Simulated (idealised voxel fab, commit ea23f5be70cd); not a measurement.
Process module heading - voxel self aligned contacts
Pictured: cross-section cut, 245 nm wide, on a grid of 5 nm square cells.
Cross-section = grid of square cells, listed top down in bands; band = one or more rows.
Top height, bottom height, nm. Materials left to right, width each, nm. Single material + "all across" = fills band edge to edge. "blank" = empty.
Heights from 0 (as-received wafer is one material below). Bottom band endless downward, as "0..down".
Quick explanation for "30->40": the width changes in equal steps down the rows of cells, from the first number in the band's top row to the second number in its bottom row.
"changes: none", as given for a step, is the statement that not any cell of the cross-section underwent a change during that step.
"Unvented cavities" lists enclosed empty spaces (at least 8 cells, no open path upward to the top), each as width x height at distance from the left edge, in nm.
Step line, after settings: the simulator's comment on this step.
overlay nm: for a step with a mask, the amount by which the mask lay right of where it was planned; a negative amount means left of it.
# Intended process steps
1. RECEIVE with material Si
2. OXIDIZE with depth nm 5
3. DIRECTIONAL_DEP with material polySi, thk nm 25
4. DIRECTIONAL_DEP with material SiN, thk nm 15
5. DIRECTIONAL_DEP with material aC, thk nm 15
6. PATTERN with tone cover, mask id GATE, material resist, width nm 25, pitch nm 70, thk nm 35, overlay nm 0
7. DIRECTIONAL_ETCH with etch materials aC, depth nm 15
8. STRIP with etch materials resist
9. DIRECTIONAL_ETCH with etch materials SiN, depth nm 15
10. DIRECTIONAL_ETCH with etch materials polySi, depth nm 25
11. STRIP with etch materials aC
12. CONFORMAL_DEP with material SiN, thk nm 5
13. DIRECTIONAL_ETCH with etch materials SiN, depth nm 5
14. FILL_DEP with material SiO2, thk nm 10
15. CMP with height nm 45
16. PATTERN with tone open, mask id CONTACT, material resist, width nm 55, thk nm 15, overlay nm 0
17. DIRECTIONAL_ETCH with etch materials SiO2, depth nm 50
18. STRIP with etch materials resist
19. CONFORMAL_DEP with material TiN, thk nm 5
20. FILL_DEP with material W, thk nm 10
21. CMP with height nm 45
22. CONFORMAL_DEP with material SiN, thk nm 5
The width nm used in step 6 is not the same on every wafer, whereas the starting condition is; the value printed in the plan is the first wafer's.
# Received condition of the first of several wafers, sectioned: post-step 1
  0..down = Si all across
  Unvented cavities: none
# Cross-sectional representation of the first of several wafers at the end of the module, i.e. after its terminal step, step 22
  50..45 = SiN all across
  45..40 = SiO2 95 nm; TiN 15 nm; W 25 nm; TiN 15 nm; SiO2 95 nm
  40..25 = SiO2 70 nm; SiN 35 nm; TiN 5 nm; W 25 nm; TiN 5 nm; SiN 35 nm; SiO2 70 nm
  25..0 = SiO2 70 nm; SiN 5 nm; polySi 25 nm; SiN 5 nm; TiN 5 nm; W 25 nm; TiN 5 nm; SiN 5 nm; polySi 25 nm; SiN 5 nm; SiO2 70 nm
  0..-5 = SiO2 105 nm; TiN 35 nm; SiO2 105 nm
  -5..down = Si all across
  Unvented cavities: none
# Here we cross-sectioned the last of the wafers once the module was done
  50..45 = SiN all across
  45..40 = SiO2 95 nm; TiN 55 nm; SiO2 95 nm
  40..25 = SiO2 60 nm; SiN 60 nm; TiN 10 nm; SiN 60 nm; SiO2 55 nm
  25..0 = SiO2 60 nm; SiN 5 nm; polySi 50 nm; SiN 5 nm; TiN 10 nm; SiN 5 nm; polySi 50 nm; SiN 5 nm; SiO2 55 nm
  0..-5 = SiO2 120 nm; TiN 10 nm; SiO2 115 nm
  -5..down = Si all across
  Unvented cavities: none
# Per-wafer rows below. For each material: cells gained (+) or lost (-) since the wafer was received, as of end of module. Then: closed voids
width nm 25 | -49 Si | +111 SiN | +304 SiO2 | +29 TiN | +45 W | +50 polySi | Unvented cavities: none
width nm 30 | -49 Si | +117 SiN | +297 SiO2 | +29 TiN | +36 W | +60 polySi | Unvented cavities: none
width nm 35 | -49 Si | +123 SiN | +290 SiO2 | +29 TiN | +27 W | +70 polySi | Unvented cavities: none
width nm 40 | -49 Si | +129 SiN | +283 SiO2 | +29 TiN | +18 W | +80 polySi | Unvented cavities: none
width nm 45 | -49 Si | +135 SiN | +276 SiO2 | +29 TiN | +9 W | +90 polySi | Unvented cavities: none
width nm 50 | -49 Si | +141 SiN | +269 SiO2 | +29 TiN | +100 polySi | Unvented cavities: none
